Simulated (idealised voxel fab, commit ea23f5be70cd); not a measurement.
process module | voxel self aligned vias
cross-section cut | 215 nm wide | cells 5 nm
A cross-section is a grid of square cells, given in bands from the top down. A band is one or more rows of cells.
Each band's line starts with the height of the band's top and of its bottom, in nm. Then come its materials from left to right, each with its width in nm. One material with "throughout" fills the band from edge to edge. "air" is empty space.
Height 0 is the level under which the wafer as received is all one material. The lowest band goes on downwards, as in "0 down".
A width such as "30 to 40" changes by the same amount from each row of cells to the next, from the band's top row to its bottom row.
"no change" after a step means that no cell of the cross-section changed.
closed voids: empty space of 8 cells or more with no open way to the top, each as width x height at its distance from the left edge, in nm
after a step's settings: what the simulator itself notes on the step
overlay nm, on a step with a mask: how far to the right of its planned place the mask lay; to the left if negative
plan
1 op RECEIVE | material Si
2 op CONFORMAL_DEP | material SiO2 | thk nm 10
3 op CONFORMAL_DEP | material SiCN | thk nm 5
4 op DIRECTIONAL_DEP | material lowk | thk nm 25
5 op PATTERN | tone open | mask id LINES | material resist | width nm 25 | pitch nm 55 | thk nm 20 | overlay nm 0
6 op DIRECTIONAL_ETCH | etch materials lowk | depth nm 25
7 op STRIP | etch materials resist
8 op CONFORMAL_DEP | material TiN | thk nm 5
9 op FILL_DEP | material W | thk nm 10
10 op CMP | height nm 35
11 op SELECTIVE_ETCH | etch materials W Ru TiN | depth nm 5
12 op FILL_DEP | material SiN | thk nm 5
13 op CMP | height nm 40
14 op DIRECTIONAL_DEP | material lowk | thk nm 20
15 op MASKED_ETCH | tone open | mask id VIAS | width nm 35 | pitch nm 110 | etch materials lowk | depth nm 20 | overlay nm 0
16 op MASKED_ETCH | tone open | mask id VIAS | width nm 35 | pitch nm 110 | etch materials SiN | depth nm 5 | overlay nm 0
17 op CONFORMAL_DEP | material TiN | thk nm 5
18 op FILL_DEP | material W | thk nm 10
19 op CMP | height nm 60
20 op CONFORMAL_DEP | material SiN | thk nm 5
varied across the wafers: height nm of step 10. The plan shows the first wafer's value. All wafers start alike
first wafer as received, after step 1
  0 down: Si throughout
  closed voids: none
first wafer at the end, after step 20
  65 to 60: SiN throughout
  60 to 40: lowk 35 | TiN 5 | W 25 | TiN 5 | lowk 75 | TiN 5 | W 25 | TiN 5 | lowk 35
  40 to 35: SiN 35 | TiN 35 | SiN 75 | TiN 35 | SiN 35
  35 to 30: lowk 40 | SiN 25 | lowk 30 | SiN 25 | lowk 30 | SiN 25 | lowk 40
  30 to 20: lowk 40 | TiN 5 | W 15 | TiN 5 | lowk 30 | TiN 5 | W 15 | TiN 5 | lowk 30 | TiN 5 | W 15 | TiN 5 | lowk 40
  20 to 15: lowk 40 | TiN 25 | lowk 30 | TiN 25 | lowk 30 | TiN 25 | lowk 40
  15 to 10: SiCN throughout
  10 to 0: SiO2 throughout
  0 down: Si throughout
  closed voids: none
last wafer at the end
  65 to 60: SiN throughout
  60 to 45: lowk 35 | TiN 5 | W 25 | TiN 5 | lowk 75 | TiN 5 | W 25 | TiN 5 | lowk 35
  45 to 40: lowk 35 | TiN 35 | lowk 75 | TiN 35 | lowk 35
  40 to 20: lowk 40 | TiN 5 | W 15 | TiN 5 | lowk 30 | TiN 5 | W 15 | TiN 5 | lowk 30 | TiN 5 | W 15 | TiN 5 | lowk 40
  20 to 15: lowk 40 | TiN 25 | lowk 30 | TiN 25 | lowk 30 | TiN 25 | lowk 40
  15 to 10: SiCN throughout
  10 to 0: SiO2 throughout
  0 down: Si throughout
  closed voids: none
each wafer at the end: cells of each material gained (+) or lost (-) since it was received, then its closed voids
height nm 35 | +43 SiCN | +87 SiN | +86 SiO2 | +57 TiN | +58 W | +228 lowk | closed voids: none
height nm 40 | +43 SiCN | +48 SiN | +86 SiO2 | +63 TiN | +63 W | +256 lowk | closed voids: none
height nm 45 | +43 SiCN | +43 SiN | +86 SiO2 | +65 TiN | +66 W | +256 lowk | closed voids: none
height nm 50 | +43 SiCN | +43 SiN | +86 SiO2 | +65 TiN | +66 W | +256 lowk | closed voids: none
height nm 55 | +43 SiCN | +43 SiN | +86 SiO2 | +65 TiN | +66 W | +256 lowk | closed voids: none
